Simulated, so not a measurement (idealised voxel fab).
The process module presented herein is designated voxel spacer lines.
Pictured: cross-section cut, 270 nm wide, on a grid of 5 nm square cells.
Cross-section format: a grid of square cells, given as bands from top to bottom; each band is one or more rows of cells.
Within each band entry, the heights of the top and of the bottom of the band appear first, in that order and in nm; the materials of the band then follow from left to right, each with its corresponding width in nm. The designation "full width" on a single material indicates that it fills the band from edge to edge; the designation "air" indicates empty space.
Ref level 0: as-received wafer is one material below here. Bottom band extends down with no lower bound ("0 nm and below").
Per-row width for "30..40": begins at first number (top row of band), ends at second number (bottom row), increment between rows held constant.
For the purposes of this document, the phrase "no alteration" attached to a step denotes that no cell within the cross-section was modified by that step.
Empty spaces counting at least 8 cells and having no open way to the top are listed in "Unvented voids". The notation width x height at distance is used for each, the distance being from the left edge and all three values in nm.
It should be noted that, on the line of a given step, the content following the step's settings is a remark produced by the simulator itself with respect to that step.
overlay nm: step with mask; distance mask lay right of planned place; negative value = left of planned place.
Planned process steps
1 RECEIVE: material Si
2 CONFORMAL_DEP: material Al2O3, thk nm 10
3 DIRECTIONAL_DEP: material polySi, thk nm 20
4 DIRECTIONAL_DEP: material aC, thk nm 25
5 PATTERN: tone cover, mask id MANDREL, material resist, width nm 25, pitch nm 80, thk nm 35, overlay nm 0
6 DIRECTIONAL_ETCH: etch materials aC, depth nm 25
7 STRIP: etch materials resist
8 CONFORMAL_DEP: material SiN, thk nm 15
9 DIRECTIONAL_ETCH: etch materials SiN, depth nm 15
10 STRIP: etch materials aC
11 DIRECTIONAL_ETCH: etch materials polySi, depth nm 20
12 STRIP: etch materials SiN
Account of the first of two wafers, which was processed as intended
Cross-section of the wafer upon arrival, representing the state reached after step 1
> 0 nm and below = Si full width
> Unvented voids: none
The following cross-section depicts the wafer upon completion of step 2
> 10 nm to 0 nm = Al2O3 full width
> Whatever lies below 0 is exactly as it was before.
The following cross-section depicts the wafer upon completion of step 3
> 30 nm to 10 nm = polySi full width
> Whatever lies below 10 is exactly as it was before.
The following cross-section depicts the wafer upon completion of step 4
> 55 nm to 30 nm = aC full width
> Whatever lies below 30 is exactly as it was before.
The following cross-section depicts the wafer upon completion of step 5
> 90 nm to 55 nm = air: 80; resist: 25; air: 55; resist: 25; air: 85
> Whatever lies below 55 is exactly as it was before.
The following cross-section depicts the wafer upon completion of step 6
> 65 nm to 55 nm = air: 80; resist: 25; air: 55; resist: 25; air: 85
> 55 nm to 30 nm = air: 80; aC: 25; air: 55; aC: 25; air: 85
> Whatever lies below 30 is exactly as it was before.
The following cross-section depicts the wafer upon completion of step 7
> 55 nm to 30 nm = air: 80; aC: 25; air: 55; aC: 25; air: 85
> Whatever lies below 30 is exactly as it was before.
The following cross-section depicts the wafer upon completion of step 8
> 70 nm to 55 nm = air: 65; SiN: 55; air: 25; SiN: 55; air: 70
> 55 nm to 45 nm = air: 65; SiN: 15; aC: 25; SiN: 15; air: 25; SiN: 15; aC: 25; SiN: 15; air: 70
> 45 nm to 30 nm = SiN: 80; aC: 25; SiN: 55; aC: 25; SiN: 85
> Whatever lies below 30 is exactly as it was before.
The following cross-section depicts the wafer upon completion of step 9
> 55 nm to 30 nm = air: 65; SiN: 15; aC: 25; SiN: 15; air: 25; SiN: 15; aC: 25; SiN: 15; air: 70
> Whatever lies below 30 is exactly as it was before.
The following cross-section depicts the wafer upon completion of step 10
> 55 nm to 30 nm = air: 65; SiN: 15; air: 25; SiN: 15; air: 25; SiN: 15; air: 25; SiN: 15; air: 70
> Whatever lies below 30 is exactly as it was before.
The following cross-section depicts the wafer upon completion of step 11
> 55 nm to 30 nm = air: 65; SiN: 15; air: 25; SiN: 15; air: 25; SiN: 15; air: 25; SiN: 15; air: 70
> 30 nm to 10 nm = air: 65; polySi: 15; air: 25; polySi: 15; air: 25; polySi: 15; air: 25; polySi: 15; air: 70
> Whatever lies below 10 is exactly as it was before.
The following cross-section depicts the wafer upon completion of step 12
> 30 nm to 10 nm = air: 65; polySi: 15; air: 25; polySi: 15; air: 25; polySi: 15; air: 25; polySi: 15; air: 70
> Whatever lies below 10 is exactly as it was before.
Wafer two. Identical start, identical plan. One mistake in execution. Identical history through step 2
Cross-section: second wafer, time at which step 3 was scheduled to end
> 35 nm to 10 nm = polySi full width
> Whatever lies below 10 is exactly as it was before.
Cross-section: second wafer, time at which step 4 was scheduled to end
> 60 nm to 35 nm = aC full width
> Whatever lies below 35 is exactly as it was before.
Cross-section: second wafer, time at which step 5 was scheduled to end
> 95 nm to 60 nm = air: 80; resist: 25; air: 55; resist: 25; air: 85
> Whatever lies below 60 is exactly as it was before.
Cross-section: second wafer, time at which step 6 was scheduled to end
> 70 nm to 60 nm = air: 80; resist: 25; air: 55; resist: 25; air: 85
> 60 nm to 35 nm = air: 80; aC: 25; air: 55; aC: 25; air: 85
> Whatever lies below 35 is exactly as it was before.
Cross-section: second wafer, time at which step 7 was scheduled to end
> 60 nm to 35 nm = air: 80; aC: 25; air: 55; aC: 25; air: 85
> Whatever lies below 35 is exactly as it was before.
Cross-section: second wafer, time at which step 8 was scheduled to end
> 75 nm to 60 nm = air: 65; SiN: 55; air: 25; SiN: 55; air: 70
> 60 nm to 50 nm = air: 65; SiN: 15; aC: 25; SiN: 15; air: 25; SiN: 15; aC: 25; SiN: 15; air: 70
> 50 nm to 35 nm = SiN: 80; aC: 25; SiN: 55; aC: 25; SiN: 85
> Whatever lies below 35 is exactly as it was before.
Cross-section: second wafer, time at which step 9 was scheduled to end
> 60 nm to 35 nm = air: 65; SiN: 15; aC: 25; SiN: 15; air: 25; SiN: 15; aC: 25; SiN: 15; air: 70
> Whatever lies below 35 is exactly as it was before.
Cross-section: second wafer, time at which step 10 was scheduled to end
> 60 nm to 35 nm = air: 65; SiN: 15; air: 25; SiN: 15; air: 25; SiN: 15; air: 25; SiN: 15; air: 70
> Whatever lies below 35 is exactly as it was before.
Cross-section: second wafer, time at which step 11 was scheduled to end
> 60 nm to 35 nm = air: 65; SiN: 15; air: 25; SiN: 15; air: 25; SiN: 15; air: 25; SiN: 15; air: 70
> 35 nm to 15 nm = air: 65; polySi: 15; air: 25; polySi: 15; air: 25; polySi: 15; air: 25; polySi: 15; air: 70
> Whatever lies below 15 is exactly as it was before.
Cross-section: second wafer, time at which step 12 was scheduled to end
> 35 nm to 15 nm = air: 65; polySi: 15; air: 25; polySi: 15; air: 25; polySi: 15; air: 25; polySi: 15; air: 70
> Whatever lies below 15 is exactly as it was before.
What broke from the plan during processing? step 3 did not happen as planned, as run it was DIRECTIONAL_DEP: material polySi, thk nm 25
Cell-count delta at end, second wafer over first, by material: +54 polySi
